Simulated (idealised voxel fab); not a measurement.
process module | voxel lift off
cross-section cut | 180 nm wide | cells 5 nm
A cross-section is a grid of square cells, given in bands from the top down. A band is one or more rows of cells.
Each band's line starts with the height of the band's top and of its bottom, in nm. Then come its materials from left to right, each with its width in nm. One material with "throughout" fills the band from edge to edge. "air" is empty space.
Height 0 is the level under which the wafer as received is all one material. The lowest band goes on downwards, as in "0 down".
A width such as "30 to 40" changes by the same amount from each row of cells to the next, from the band's top row to its bottom row.
"no change" after a step means that no cell of the cross-section changed.
closed voids: empty space of 8 cells or more with no open way to the top, each as width x height at its distance from the left edge, in nm
after a step's settings: what the simulator itself notes on the step
overlay nm, on a step with a mask: how far to the right of its planned place the mask lay; to the left if negative
plan
1 op RECEIVE | material Si
2 op CONFORMAL_DEP | material Al2O3 | thk nm 10
3 op PATTERN | tone open | mask id LINES | material resist | width nm 20 | pitch nm 40 | thk nm 20 | overlay nm 0
4 op DIRECTIONAL_DEP | material Ru | thk nm 10
5 op STRIP | etch materials resist
6 op CONFORMAL_DEP | material SiN | thk nm 10
as received, after step 1
  0 down: Si throughout
  closed voids: none
a wafer at the end: this start, this plan, one mistake
  20 to 10: air 20 | Ru 20 | air 20 | Ru 20 | air 20 | Ru 20 | air 20 | Ru 20 | air 20
  10 to 0: Al2O3 throughout
  0 down: Si throughout
  closed voids: none
what went wrong: step 6 was left out
